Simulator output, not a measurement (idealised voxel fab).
process module | voxel transistor to metal
cross-section cut | 265 nm wide | cells 5 nm
A cross-section is a grid of square cells, given in bands from the top down. A band is one or more rows of cells.
Each band's line starts with the height of the band's top and of its bottom, in nm. Then come its materials from left to right, each with its width in nm. One material with "throughout" fills the band from edge to edge. "air" is empty space.
Height 0 is the level under which the wafer as received is all one material. The lowest band goes on downwards, as in "0 down".
A width such as "30 to 40" changes by the same amount from each row of cells to the next, from the band's top row to its bottom row.
"no change" after a step means that no cell of the cross-section changed.
closed voids: empty space of 8 cells or more with no open way to the top, each as width x height at its distance from the left edge, in nm
after a step's settings: what the simulator itself notes on the step
overlay nm, on a step with a mask: how far to the right of its planned place the mask lay; to the left if negative
plan
1 op RECEIVE | material Si
2 op CONFORMAL_DEP | material SiO2 | thk nm 5
3 op CONFORMAL_DEP | material SiN | thk nm 10
4 op PATTERN | tone cover | mask id ACTIVE | material resist | width nm 100 | pitch nm 125 | thk nm 20 | overlay nm 0
5 op DIRECTIONAL_ETCH | etch materials SiN | depth nm 10
6 op DIRECTIONAL_ETCH | etch materials SiO2 | depth nm 5
7 op DIRECTIONAL_ETCH | etch materials Si | depth nm 25
8 op STRIP | etch materials resist
9 op OXIDIZE | depth nm 5
10 op FILL_DEP | material SiO2 | thk nm 5
11 op CMP | height nm 15
12 op SELECTIVE_ETCH | etch materials SiO2 | depth nm 10
13 op STRIP | etch materials SiN
14 op SELECTIVE_ETCH | etch materials SiO2 | depth nm 5
15 op OXIDIZE | depth nm 5
16 op DIRECTIONAL_DEP | material polySi | thk nm 30
17 op DIRECTIONAL_DEP | material SiCN | thk nm 15
18 op DIRECTIONAL_DEP | material aC | thk nm 15
19 op PATTERN | tone cover | mask id GATE | material resist | width nm 20 | pitch nm 125 | thk nm 30 | overlay nm 0
20 op DIRECTIONAL_ETCH | etch materials aC | depth nm 15
21 op STRIP | etch materials resist
22 op DIRECTIONAL_ETCH | etch materials SiCN | depth nm 25
23 op DIRECTIONAL_ETCH | etch materials polySi | depth nm 40
24 op STRIP | etch materials aC
25 op CONFORMAL_DEP | material SiN | thk nm 10
26 op DIRECTIONAL_ETCH | etch materials SiN | depth nm 10
27 op DIRECTIONAL_ETCH | etch materials SiO2 | depth nm 5
28 op DIRECTIONAL_ETCH | etch materials Si | depth nm 10
29 op EPI | material SiGe | thk nm 15
30 op FILL_DEP | material SiO2 | thk nm 5
31 op CMP | height nm 45
32 op DIRECTIONAL_DEP | material SiO2 | thk nm 15
33 op DIRECTIONAL_DEP | material aC | thk nm 15
34 op PATTERN | tone open | mask id CONTACT | material resist | width nm 20 | thk nm 35 | overlay nm 0
35 op DIRECTIONAL_ETCH | etch materials aC | depth nm 15
36 op STRIP | etch materials resist
37 op DIRECTIONAL_ETCH | etch materials SiO2 | depth nm 60
38 op STRIP | etch materials aC
39 op CONFORMAL_DEP | material TiN | thk nm 5
40 op FILL_DEP | material Ru | thk nm 10
41 op CMP | height nm 60
42 op CONFORMAL_DEP | material SiN | thk nm 5
43 op DIRECTIONAL_DEP | material lowk | thk nm 20
44 op PATTERN | tone open | mask id METAL_1 | material resist | width nm 20 | thk nm 20 | overlay nm 0
45 op DIRECTIONAL_ETCH | etch materials lowk | depth nm 20
46 op DIRECTIONAL_ETCH | etch materials SiN | depth nm 5
47 op STRIP | etch materials resist
48 op CONFORMAL_DEP | material TiN | thk nm 5
49 op FILL_DEP | material Ru | thk nm 5
50 op CMP | height nm 85
51 op CONFORMAL_DEP | material SiCN | thk nm 5
52 op DIRECTIONAL_DEP | material lowk | thk nm 25
53 op DIRECTIONAL_DEP | material aC | thk nm 15
54 op PATTERN | tone open | mask id METAL_2_HOLES | material resist | width nm 15 | pitch nm 125 | thk nm 35 | overlay nm 0
55 op DIRECTIONAL_ETCH | etch materials aC | depth nm 15
56 op STRIP | etch materials resist
57 op DIRECTIONAL_ETCH | etch materials lowk | depth nm 25
58 op STRIP | etch materials aC
59 op PATTERN | tone open | mask id METAL_2 | material resist | width nm 20 | pitch nm 125 | thk nm 20 | overlay nm 0
60 op DIRECTIONAL_ETCH | etch materials lowk | depth nm 15
61 op DIRECTIONAL_ETCH | etch materials SiCN | depth nm 5
62 op STRIP | etch materials resist
63 op CONFORMAL_DEP | material TiN | thk nm 5
64 op FILL_DEP | material Ru | thk nm 10
65 op CMP | height nm 115
66 op CONFORMAL_DEP | material SiN | thk nm 5
varied across the wafers: width nm of step 54. The plan shows the first wafer's value. All wafers start alike
first wafer as received, after step 1
  0 down: Si throughout
  closed voids: none
each wafer at the end: cells of each material gained (+) or lost (-) since it was received, then its closed voids
width nm 15 | +118 Ru | -178 Si | +71 SiCN | +88 SiGe | +162 SiN | +406 SiO2 | +180 TiN | +377 lowk | +48 polySi | closed voids: none
width nm 20 | +124 Ru | -178 Si | +69 SiCN | +88 SiGe | +162 SiN | +406 SiO2 | +180 TiN | +373 lowk | +48 polySi | closed voids: none
width nm 25 | +132 Ru | -178 Si | +69 SiCN | +88 SiGe | +162 SiN | +406 SiO2 | +182 TiN | +363 lowk | +48 polySi | closed voids: none
width nm 30 | +140 Ru | -178 Si | +69 SiCN | +88 SiGe | +162 SiN | +406 SiO2 | +184 TiN | +353 lowk | +48 polySi | closed voids: none
